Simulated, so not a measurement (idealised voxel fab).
The name of this process module is voxel self aligned vias.
The figure presents cross-section cut, which has a width of 245 nm and is divided into square cells with an edge length of 5 nm.
A cross-section is written here as square cells arranged in a grid, and it is given in bands from the top down, each band taking up one or more rows of cells.
In this notation a band is specified by the heights of its top and bottom, in that order and in nm, after which its materials appear from left to right, each paired with its width in nm. The word "throughout" attached to a single material means that material fills the band from edge to edge; the word "blank" stands for empty space.
It should be noted that heights are counted from 0, beneath which the wafer as supplied is of one material throughout, and that the lowest band possesses no lower boundary but continues downward, as written in "0..down".
The width entry "30..40" should be interpreted row by row: the top row of cells in the band takes the first number, the bottom row takes the second number, and the change between adjacent rows is uniform throughout.
"no modification" after a step means that no cell of the cross-section changed.
For the entry "Unvented voids", the listed items are empty spaces with no open way to the top whose size is 8 cells or more; each item follows the pattern width x height at distance, where distance is from the left edge and all three are in nm.
Formally, on a step line, whatever follows the settings is a remark that the simulator itself makes on the step.
overlay nm: for a step with a mask, the amount by which the mask lay right of where it was planned; a negative amount means left of it.

Below is the list of planned process steps
1 RECEIVE with material Si
2 CONFORMAL_DEP with material SiO2, thk nm 10
3 CONFORMAL_DEP with material SiCN, thk nm 5
4 DIRECTIONAL_DEP with material lowk, thk nm 25
5 DIRECTIONAL_DEP with material aC, thk nm 15
6 PATTERN with tone open, mask id LINES, material resist, width nm 25, pitch nm 60, thk nm 35, overlay nm 0
7 DIRECTIONAL_ETCH with etch materials aC, depth nm 15
8 STRIP with etch materials resist
9 DIRECTIONAL_ETCH with etch materials lowk, depth nm 25
10 STRIP with etch materials aC
11 CONFORMAL_DEP with material TiN, thk nm 5
12 FILL_DEP with material W, thk nm 5
13 CMP with height nm 40
14 SELECTIVE_ETCH with etch materials W Ru TiN, depth nm 5
15 FILL_DEP with material SiN, thk nm 10
16 CMP with height nm 40
17 DIRECTIONAL_DEP with material lowk, thk nm 20
18 DIRECTIONAL_DEP with material aC, thk nm 10
19 PATTERN with tone open, mask id VIAS, material resist, width nm 35, pitch nm 60, thk nm 25, overlay nm 0
20 DIRECTIONAL_ETCH with etch materials aC, depth nm 10
21 STRIP with etch materials resist
22 DIRECTIONAL_ETCH with etch materials lowk, depth nm 20
23 DIRECTIONAL_ETCH with etch materials SiN, depth nm 5
24 STRIP with etch materials aC
25 CONFORMAL_DEP with material TiN, thk nm 5
26 FILL_DEP with material Ru, thk nm 10
27 CMP with height nm 60
28 CONFORMAL_DEP with material SiN, thk nm 5

Wafer as received: cross-section following step 1
    0..down | Si throughout
    Unvented voids: none

Cross-sectional view of the first of the two wafers upon completion of the module, processed in accordance with the plan
    65..60 | SiN throughout
    60..45 | lowk=75, then TiN=5, then Ru=25, then TiN=5, then lowk=25, then TiN=5, then Ru=25, then TiN=5, then lowk=75
    45..40 | lowk=75, then TiN=10, then Ru=15, then TiN=10, then lowk=25, then TiN=10, then Ru=15, then TiN=10, then lowk=75
    40..35 | lowk=80, then TiN=25, then lowk=35, then TiN=25, then lowk=80
    35..20 | lowk=80, then TiN=5, then W=15, then TiN=5, then lowk=35, then TiN=5, then W=15, then TiN=5, then lowk=80
    20..15 | lowk=80, then TiN=25, then lowk=35, then TiN=25, then lowk=80
    15..10 | SiCN throughout
    10..0 | SiO2 throughout
    0..down | Si throughout
    Unvented voids: none

What the second wafer looks like in cross-section once the module is done. Its start and its plan matched the first wafer's exactly; what differed was one mistake in how it was run
    65..60 | SiN throughout
    60..45 | lowk=75, then TiN=5, then Ru=30, then TiN=5, then lowk=20, then TiN=5, then Ru=30, then TiN=5, then lowk=70
    45..40 | lowk=75, then TiN=10, then Ru=15, then TiN=15, then lowk=20, then TiN=10, then Ru=15, then TiN=15, then lowk=70
    40..35 | lowk=80, then TiN=25, then lowk=35, then TiN=25, then lowk=80
    35..20 | lowk=80, then TiN=5, then W=15, then TiN=5, then lowk=35, then TiN=5, then W=15, then TiN=5, then lowk=80
    20..15 | lowk=80, then TiN=25, then lowk=35, then TiN=25, then lowk=80
    15..10 | SiCN throughout
    10..0 | SiO2 throughout
    0..down | Si throughout
    Unvented voids: none
What went wrong in running the wafer? step 19 ran differently from the plan; actual operation with settings: PATTERN with tone open, mask id VIAS, material resist, width nm 40, pitch nm 60, thk nm 25, overlay nm 0
Final wafer comparison in cells, second versus first, more or fewer per material: 6 more of Ru | 2 more of TiN | 8 fewer of lowk
